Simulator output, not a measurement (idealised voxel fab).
process module | voxel self aligned vias
cross-section cut | 215 nm wide | cells 5 nm
A cross-section is a grid of square cells, given in bands from the top down. A band is one or more rows of cells.
Each band's line starts with the height of the band's top and of its bottom, in nm. Then come its materials from left to right, each with its width in nm. One material with "throughout" fills the band from edge to edge. "air" is empty space.
Height 0 is the level under which the wafer as received is all one material. The lowest band goes on downwards, as in "0 down".
A width such as "30 to 40" changes by the same amount from each row of cells to the next, from the band's top row to its bottom row.
"no change" after a step means that no cell of the cross-section changed.
closed voids: empty space of 8 cells or more with no open way to the top, each as width x height at its distance from the left edge, in nm
after a step's settings: what the simulator itself notes on the step
overlay nm, on a step with a mask: how far to the right of its planned place the mask lay; to the left if negative
plan
1 op RECEIVE | material Si
2 op CONFORMAL_DEP | material SiO2 | thk nm 15
3 op CONFORMAL_DEP | material SiCN | thk nm 5
4 op DIRECTIONAL_DEP | material SiO2 | thk nm 30
5 op DIRECTIONAL_DEP | material aC | thk nm 5
6 op PATTERN | tone open | mask id LINES | material resist | width nm 25 | pitch nm 65 | thk nm 30 | overlay nm 0
7 op DIRECTIONAL_ETCH | etch materials aC | depth nm 15
8 op STRIP | etch materials resist
9 op DIRECTIONAL_ETCH | etch materials SiO2 | depth nm 30
10 op STRIP | etch materials aC
11 op CONFORMAL_DEP | material TiN | thk nm 5
12 op FILL_DEP | material Ru | thk nm 5
13 op CMP | height nm 50
14 op SELECTIVE_ETCH | etch materials W Ru TiN | depth nm 5
15 op FILL_DEP | material SiN | thk nm 10
16 op CMP | height nm 50
17 op DIRECTIONAL_DEP | material SiO2 | thk nm 20
18 op PATTERN | tone open | mask id VIAS | material resist | width nm 35 | pitch nm 65 | thk nm 15 | overlay nm 0
19 op DIRECTIONAL_ETCH | etch materials SiO2 | depth nm 20
20 op DIRECTIONAL_ETCH | etch materials SiN | depth nm 5
21 op STRIP | etch materials resist
22 op CONFORMAL_DEP | material TiN | thk nm 5
23 op FILL_DEP | material W | thk nm 10
24 op CMP | height nm 70
25 op CONFORMAL_DEP | material SiCN | thk nm 5
varied across the wafers: thk nm of step 5. The plan shows the first wafer's value. All wafers start alike
first wafer as received, after step 1
  0 down: Si throughout
  closed voids: none
each wafer at the end: cells of each material gained (+) or lost (-) since it was received, then its closed voids
thk nm 5 | +36 Ru | +86 SiCN | +385 SiO2 | +84 TiN | +54 W | closed voids: none
thk nm 10 | +36 Ru | +86 SiCN | +385 SiO2 | +84 TiN | +54 W | closed voids: none
thk nm 15 | +36 Ru | +86 SiCN | +385 SiO2 | +84 TiN | +54 W | closed voids: none
thk nm 20 | +86 SiCN | +475 SiO2 | +39 TiN | +45 W | closed voids: none
thk nm 25 | +86 SiCN | +475 SiO2 | +39 TiN | +45 W | closed voids: none
thk nm 30 | +86 SiCN | +475 SiO2 | +39 TiN | +45 W | closed voids: none
